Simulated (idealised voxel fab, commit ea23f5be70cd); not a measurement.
This section sets out a process module, namely voxel self aligned contacts.
Section shown: cut. Width: 285 nm. Cell size: 5 nm, square.
Heads up, the way a cross-section reads in here is a grid of square cells, handed over as bands from the top down, with every band being one or more rows of cells. Read a band's entry like this: the first values are the height of its top and the height of its bottom in nm, and what follows is the sequence of materials from left to right, each with its width in nm. Note that "empty" is empty space, and that a single material marked "full width" reaches across the band from edge to edge. Heights are reckoned from 0. Under this level, the received wafer is all of one material. The bottommost band is open-ended downward, for example "0 -> down". So if you see something like "30->40" for the width, read it as the top row of the band sitting at the first number and the bottom row at the second, with every row in between moving by the same amount as the last. Any step labelled "no modification" changed none of the cells in the cross-section. Entry "Cavities, sealed". Content: empty spaces with no open connection to the top, size 8 cells or greater. Each: width x height at distance. Distance: from left edge. Unit: nm. It should be noted that, on the line of a given step, the content following the step's settings is a remark produced by the simulator itself with respect to that step. The setting "overlay nm" may be written on the line of a step. When the step uses a mask, the value reports how far to the right of the planned place the mask lay, and a negative value reports that it lay to the left.

The planned process steps are enumerated hereunder
1: RECEIVE (material Si)
2: OXIDIZE (depth nm 5)
3: DIRECTIONAL_DEP (material polySi; thk nm 20)
4: DIRECTIONAL_DEP (material SiN; thk nm 20)
5: MASKED_ETCH (tone cover; mask id GATE; width nm 30; pitch nm 60; etch materials SiN; depth nm 20; overlay nm 0)
6: MASKED_ETCH (tone cover; mask id GATE; width nm 20; pitch nm 60; etch materials polySi; depth nm 20; overlay nm 0)
7: CONFORMAL_DEP (material SiN; thk nm 5)
8: DIRECTIONAL_ETCH (etch materials SiN; depth nm 5)
9: FILL_DEP (material SiO2; thk nm 15)
10: CMP (height nm 45)
11: MASKED_ETCH (tone open; mask id CONTACT; width nm 40; etch materials SiO2; depth nm 50; overlay nm 0)
12: CONFORMAL_DEP (material TiN; thk nm 5)
13: FILL_DEP (material W; thk nm 10)
14: CMP (height nm 45)
15: CONFORMAL_DEP (material SiN; thk nm 5)
Heads up: all these wafers start the same, and what changes between them is the width nm in step 6. The value you see in the plan is just what the first wafer got.

Cross-section: the first of several wafers in its as-received state, i.e. following step 1
  0 -> down | Si full width
  Cavities, sealed: none

At the end of the module, after its last step, step 15, the first of several wafers appears in cross-section as follows
  50 -> 45 | SiN full width
  45 -> 40 | SiO2 120 nm, TiN 15 nm, W 10 nm, TiN 15 nm, SiO2 125 nm
  40 -> 20 | SiO2 90 nm, SiN 40 nm, TiN 5 nm, W 10 nm, TiN 5 nm, SiN 40 nm, SiO2 95 nm
  20 -> 0 | SiO2 90 nm, SiN 5 nm, polySi 30 nm, SiN 5 nm, TiN 5 nm, W 10 nm, TiN 5 nm, SiN 5 nm, polySi 30 nm, SiN 5 nm, SiO2 95 nm
  0 -> -5 | SiO2 130 nm, TiN 20 nm, SiO2 135 nm
  -5 -> down | Si full width
  Cavities, sealed: none

So this is the cross-section on the last wafer at the end of the module
  50 -> 45 | SiN full width
  45 -> 40 | SiO2 120 nm, TiN 15 nm, W 10 nm, TiN 15 nm, SiO2 125 nm
  40 -> 25 | SiO2 90 nm, SiN 40 nm, TiN 5 nm, W 10 nm, TiN 5 nm, SiN 40 nm, SiO2 95 nm
  25 -> 20 | SiO2 90 nm, SiN 40 nm, TiN 20 nm, SiN 40 nm, SiO2 95 nm
  20 -> 0 | SiO2 85 nm, SiN 5 nm, polySi 45 nm, SiN 5 nm, TiN 5 nm, SiN 5 nm, polySi 45 nm, SiN 5 nm, SiO2 85 nm
  0 -> -5 | SiO2 140 nm, TiN 5 nm, SiO2 140 nm
  -5 -> down | Si full width
  Cavities, sealed: none

Below: a row per wafer. Contents at end of module: for every material, cells gained since receipt (+) or lost since receipt (-); then closed voids
width nm 20; -57 Si; +137 SiN; +398 SiO2; +26 TiN; +18 W; +48 polySi; Cavities, sealed: none
width nm 25; -57 Si; +137 SiN; +398 SiO2; +26 TiN; +18 W; +48 polySi; Cavities, sealed: none
width nm 30; -57 Si; +137 SiN; +398 SiO2; +26 TiN; +18 W; +48 polySi; Cavities, sealed: none
width nm 35; -57 Si; +137 SiN; +395 SiO2; +26 TiN; +13 W; +56 polySi; Cavities, sealed: none
width nm 40; -57 Si; +137 SiN; +392 SiO2; +26 TiN; +8 W; +64 polySi; Cavities, sealed: none
width nm 45; -57 Si; +137 SiN; +389 SiO2; +21 TiN; +8 W; +72 polySi; Cavities, sealed: none
